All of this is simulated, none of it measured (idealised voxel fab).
The name of this process module is voxel tone inversion.
The cross-section shown here is cut; it is 275 nm wide and divided into square cells measuring 5 nm on a side.
Cross-section layout: square cells on a grid; listed as bands, top to bottom; a band spans one or more cell rows.
Read a band's entry like this: the first values are the height of its top and the height of its bottom in nm, and what follows is the sequence of materials from left to right, each with its width in nm. Note that "air" is empty space, and that a single material marked "full width" reaches across the band from edge to edge.
Heads up on the height convention: 0 is the point under which the incoming wafer is all one material, and the lowest band has no bottom, it just keeps going down, like "0 down".
Top row gets the first number, bottom row gets the second, and each row in between changes by the same step: that is how a band width like "30->40" works.
Any step labelled "no alteration" changed none of the cells in the cross-section.
Empty spaces without an open route to the top, at least 8 cells in extent, make up the entry "Closed void list"; each is given as width x height at distance, where the distance is measured from the left edge, and all are in nm.
Text after the settings on a step's line: the simulator's own remark on that step.
overlay nm: how far to the right of its planned place the mask lay on this masked step (negative: to the left).
**The planned process steps are enumerated hereunder**
1) op RECEIVE | material Si
2) op CONFORMAL_DEP | material SiCN | thk nm 5
3) op DIRECTIONAL_DEP | material aC | thk nm 25
4) op PATTERN | tone cover | mask id POSTS | material resist | width nm 25 | pitch nm 55 | thk nm 20 | overlay nm 0
5) op DIRECTIONAL_ETCH | etch materials aC | depth nm 25
6) op STRIP | etch materials resist
7) op FILL_DEP | material SiO2 | thk nm 10
8) op CMP | height nm 30
9) op STRIP | etch materials aC
Variable across wafers: step 4 thk nm (plan value is that of the first wafer; starting state common to all).
**Cross-section, first of several wafers, as delivered after step 1**
  0 down = Si full width
  Closed void list: none
**First of several wafers, sectioned at end of module (last step: step 9)**
  30 to 25 = SiO2 full width
  25 to 5 = 40 nm SiO2; 25 nm aC; 30 nm SiO2; 25 nm aC; 30 nm SiO2; 25 nm aC; 30 nm SiO2; 25 nm aC; 45 nm SiO2
  5 to 0 = SiCN full width
  0 down = Si full width
  Closed void list: none
**The last wafer as seen in cross-section at the end of the module**
  30 to 5 = 40 nm SiO2; 25 nm air; 30 nm SiO2; 25 nm air; 30 nm SiO2; 25 nm air; 30 nm SiO2; 25 nm air; 45 nm SiO2
  5 to 0 = SiCN full width
  0 down = Si full width
  Closed void list: none
**Row per wafer, end-of-module: cell gain (+)/loss (-) by material since the wafer came in, then closed voids**
thk nm 20 | +55 SiCN | +195 SiO2 | +80 aC | Closed void list: none
thk nm 25 | +55 SiCN | +175 SiO2 | Closed void list: none
thk nm 30 | +55 SiCN | +175 SiO2 | Closed void list: none
thk nm 35 | +55 SiCN | +175 SiO2 | Closed void list: none
thk nm 40 | +55 SiCN | +175 SiO2 | Closed void list: none
thk nm 45 | +55 SiCN | +175 SiO2 | Closed void list: none
